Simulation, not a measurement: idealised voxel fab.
process module | voxel transistor to metal
cross-section cut | 215 nm wide | cells 5 nm
A cross-section is a grid of square cells, given in bands from the top down. A band is one or more rows of cells.
Each band's line starts with the height of the band's top and of its bottom, in nm. Then come its materials from left to right, each with its width in nm. One material with "throughout" fills the band from edge to edge. "air" is empty space.
Height 0 is the level under which the wafer as received is all one material. The lowest band goes on downwards, as in "0 down".
A width such as "30 to 40" changes by the same amount from each row of cells to the next, from the band's top row to its bottom row.
"no change" after a step means that no cell of the cross-section changed.
closed voids: empty space of 8 cells or more with no open way to the top, each as width x height at its distance from the left edge, in nm
after a step's settings: what the simulator itself notes on the step
overlay nm, on a step with a mask: how far to the right of its planned place the mask lay; to the left if negative
plan
1 op RECEIVE | material Si
2 op OXIDIZE | depth nm 5
3 op CONFORMAL_DEP | material SiN | thk nm 10
4 op MASKED_ETCH | tone cover | mask id ACTIVE | width nm 125 | etch materials SiN | depth nm 10 | overlay nm 0
5 op MASKED_ETCH | tone cover | mask id ACTIVE | width nm 125 | etch materials SiO2 | depth nm 5 | overlay nm 0
6 op MASKED_ETCH | tone cover | mask id ACTIVE | width nm 125 | etch materials Si | depth nm 20 | overlay nm 0
7 op FILL_DEP | material SiO2 | thk nm 5
8 op CMP | height nm 10
9 op SELECTIVE_ETCH | etch materials SiO2 | depth nm 10
10 op STRIP | etch materials SiN
11 op SELECTIVE_ETCH | etch materials SiO2 | depth nm 5
12 op OXIDIZE | depth nm 5
13 op DIRECTIONAL_DEP | material polySi | thk nm 20
14 op DIRECTIONAL_DEP | material SiCN | thk nm 15
15 op DIRECTIONAL_DEP | material aC | thk nm 15
16 op PATTERN | tone cover | mask id GATE | material resist | width nm 35 | thk nm 35 | overlay nm 0
17 op DIRECTIONAL_ETCH | etch materials aC | depth nm 15
18 op STRIP | etch materials resist
19 op DIRECTIONAL_ETCH | etch materials SiCN | depth nm 25
20 op DIRECTIONAL_ETCH | etch materials polySi | depth nm 30
21 op STRIP | etch materials aC
22 op CONFORMAL_DEP | material SiO2 | thk nm 5
23 op DIRECTIONAL_ETCH | etch materials SiO2 | depth nm 5
24 op CONFORMAL_DEP | material SiN | thk nm 10
25 op DIRECTIONAL_ETCH | etch materials SiN | depth nm 10
26 op DIRECTIONAL_ETCH | etch materials SiO2 | depth nm 5
27 op DIRECTIONAL_ETCH | etch materials Si | depth nm 5
28 op EPI | material pSi | thk nm 5
29 op FILL_DEP | material SiO2 | thk nm 10
30 op CMP | height nm 15
31 op STRIP | etch materials polySi
32 op SELECTIVE_ETCH | etch materials SiO2 | depth nm 5
33 op CONFORMAL_DEP | material HfO2 | thk nm 5
34 op CONFORMAL_DEP | material TiN | thk nm 5
35 op FILL_DEP | material W | thk nm 10
36 op CMP | height nm 10
37 op DIRECTIONAL_DEP | material SiO2 | thk nm 10
38 op PATTERN | tone open | mask id CONTACT | material resist | width nm 20 | pitch nm 85 | thk nm 15 | overlay nm 0
39 op DIRECTIONAL_ETCH | etch materials SiO2 | depth nm 30
40 op STRIP | etch materials resist
41 op CONFORMAL_DEP | material TiN | thk nm 5
42 op FILL_DEP | material Ru | thk nm 5
43 op CMP | height nm 20
44 op DIRECTIONAL_DEP | material TiN | thk nm 5
45 op DIRECTIONAL_DEP | material W | thk nm 15
46 op DIRECTIONAL_DEP | material aC | thk nm 15
47 op PATTERN | tone cover | mask id METAL_1 | material resist | width nm 20 | pitch nm 85 | thk nm 35 | overlay nm 0
48 op DIRECTIONAL_ETCH | etch materials aC | depth nm 15
49 op STRIP | etch materials resist
50 op DIRECTIONAL_ETCH | etch materials W | depth nm 15
51 op DIRECTIONAL_ETCH | etch materials TiN | depth nm 5
52 op STRIP | etch materials aC
53 op FILL_DEP | material lowk | thk nm 10
54 op CMP | height nm 40
55 op CONFORMAL_DEP | material SiCN | thk nm 5
as received, after step 1
  0 down: Si throughout
  closed voids: none
first wafer at the end, as planned
  45 to 40: SiCN throughout
  40 to 25: lowk 55 | W 20 | lowk 65 | W 20 | lowk 55
  25 to 20: lowk 55 | TiN 20 | lowk 65 | TiN 20 | lowk 55
  20 to 10: SiO2 55 | TiN 5 | Ru 10 | TiN 5 | SiO2 65 | TiN 5 | Ru 10 | TiN 5 | SiO2 55
  10 to 0: SiO2 55 | TiN 5 | Ru 10 | TiN 5 | SiN 10 | HfO2 5 | TiN 5 | W 25 | TiN 5 | HfO2 5 | SiN 10 | TiN 5 | Ru 10 | TiN 5 | SiO2 55
  0 to -5: SiO2 55 | TiN 5 | Ru 5 | TiN 10 | SiN 10 | HfO2 5 | TiN 35 | HfO2 5 | SiN 10 | TiN 10 | Ru 5 | TiN 5 | SiO2 55
  -5 to -10: SiO2 55 | TiN 15 | pSi 5 | SiO2 10 | HfO2 45 | SiO2 10 | pSi 5 | TiN 15 | SiO2 55
  -10 to -15: SiO2 45 | pSi 30 | Si 65 | pSi 30 | SiO2 45
  -15 to -25: SiO2 45 | Si 125 | SiO2 45
  -25 down: Si throughout
  closed voids: none
second wafer at the end: like start, like plan, one mistake
  45 to 40: SiCN throughout
  40 to 25: lowk 55 | W 20 | lowk 65 | W 20 | lowk 55
  25 to 20: lowk 55 | TiN 20 | lowk 65 | TiN 20 | lowk 55
  20 to 10: SiO2 60 | TiN 5 | Ru 5 | TiN 5 | SiO2 70 | TiN 5 | Ru 5 | TiN 5 | SiO2 55
  10 to 0: SiO2 60 | TiN 5 | Ru 5 | TiN 5 | SiN 10 | HfO2 5 | TiN 5 | W 25 | TiN 5 | HfO2 5 | SiN 10 | SiO2 5 | TiN 5 | Ru 5 | TiN 5 | SiO2 55
  0 to -5: SiO2 60 | TiN 15 | SiN 10 | HfO2 5 | TiN 35 | HfO2 5 | SiN 10 | SiO2 5 | TiN 5 | Ru 5 | TiN 5 | SiO2 55
  -5 to -10: SiO2 60 | TiN 10 | pSi 5 | SiO2 10 | HfO2 45 | SiO2 10 | pSi 5 | TiN 15 | SiO2 55
  -10 to -15: SiO2 45 | pSi 30 | Si 65 | pSi 30 | SiO2 45
  -15 to -25: SiO2 45 | Si 125 | SiO2 45
  -25 down: Si throughout
  closed voids: none
what went wrong: step 38 ran as: op PATTERN | tone open | mask id CONTACT | material resist | width nm 15 | pitch nm 85 | thk nm 15 | overlay nm 0
at the end the second wafer has, in cells: 9 fewer of Ru | 11 more of SiO2 | 2 fewer of TiN
